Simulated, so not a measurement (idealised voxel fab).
The process module presented herein is designated voxel self aligned vias.
Cross-section cut: width 205 nm, square cells of 5 nm.
Cross-sections here: square-cell grids, written as top-down lists of bands, a band being one or more rows of cells.
The band entry comprises the height of the band's top followed by the height of its bottom, expressed in nm, and subsequently the band's materials from left to right, each stated together with its width in nm. Where a single material is marked with the word "all across", that material fills the band from edge to edge. The word "air" represents empty space.
Heights are reckoned from 0. Under this level, the received wafer is all of one material. The bottommost band is open-ended downward, for example "from 0 down".
Read "30->40" as a graded width: first number on top, second number at the bottom, same change between each pair of neighbouring rows.
What does "everything unchanged" mean for a step? It means no cell of the cross-section changed in that step.
Empty spaces without an open route to the top, at least 8 cells in extent, make up the entry "Fully closed voids"; each is given as width x height at distance, where the distance is measured from the left edge, and all are in nm.
Where a step's line continues beyond its settings, the continuation is a remark by the simulator itself on that step.
overlay nm: for a step with a mask, the amount by which the mask lay right of where it was planned; a negative amount means left of it.
**Below is the list of planned process steps**
| 1 | RECEIVE, material Si |
| 2 | CONFORMAL_DEP, material SiO2, thk nm 10 |
| 3 | CONFORMAL_DEP, material SiCN, thk nm 5 |
| 4 | DIRECTIONAL_DEP, material lowk, thk nm 20 |
| 5 | DIRECTIONAL_DEP, material aC, thk nm 10 |
| 6 | PATTERN, tone open, mask id LINES, material resist, width nm 30, pitch nm 80, thk nm 30, overlay nm 0 |
| 7 | DIRECTIONAL_ETCH, etch materials aC, depth nm 10 |
| 8 | STRIP, etch materials resist |
| 9 | DIRECTIONAL_ETCH, etch materials lowk, depth nm 20 |
| 10 | STRIP, etch materials aC |
| 11 | CONFORMAL_DEP, material TiN, thk nm 5 |
| 12 | FILL_DEP, material Ru, thk nm 5 |
| 13 | CMP, height nm 35 |
| 14 | SELECTIVE_ETCH, etch materials W Ru TiN, depth nm 10 |
| 15 | FILL_DEP, material SiN, thk nm 10 |
| 16 | CMP, height nm 35 |
| 17 | DIRECTIONAL_DEP, material lowk, thk nm 15 |
| 18 | DIRECTIONAL_DEP, material aC, thk nm 10 |
| 19 | PATTERN, tone open, mask id VIAS, material resist, width nm 50, thk nm 30, overlay nm 0 |
| 20 | DIRECTIONAL_ETCH, etch materials aC, depth nm 10 |
| 21 | STRIP, etch materials resist |
| 22 | DIRECTIONAL_ETCH, etch materials lowk, depth nm 15 |
| 23 | DIRECTIONAL_ETCH, etch materials SiN, depth nm 10 |
| 24 | STRIP, etch materials aC |
| 25 | CONFORMAL_DEP, material TiN, thk nm 5 |
| 26 | FILL_DEP, material W, thk nm 10 |
| 27 | CMP, height nm 50 |
| 28 | CONFORMAL_DEP, material SiN, thk nm 5 |
**Incoming wafer in cross-section (state: after step 1)**
	from 0 down | Si all across
	Fully closed voids: none
**Result of the module, cross-sectioned: start per above, plan per above, one error in how it was run**
	from 55 to 50 | SiN all across
	from 50 to 40 | W (30) | TiN (5) | lowk (50) | TiN (5) | W (115)
	from 40 to 35 | TiN (35) | lowk (50) | TiN (45) | W (20) | TiN (55)
	from 35 to 30 | lowk (45) | SiN (30) | lowk (50) | TiN (5) | W (20) | TiN (5) | lowk (50)
	from 30 to 25 | lowk (45) | SiN (30) | lowk (50) | TiN (30) | lowk (50)
	from 25 to 20 | lowk (45) | TiN (5) | Ru (20) | TiN (5) | lowk (50) | TiN (5) | Ru (20) | TiN (5) | lowk (50)
	from 20 to 15 | lowk (45) | TiN (30) | lowk (50) | TiN (30) | lowk (50)
	from 15 to 10 | SiCN all across
	from 10 to 0 | SiO2 all across
	from 0 down | Si all across
	Fully closed voids: none
Error vs. plan: in deviation from the planned setting, step 19 was conducted as PATTERN, tone cover, mask id VIAS, material resist, width nm 50, thk nm 30, overlay nm 0
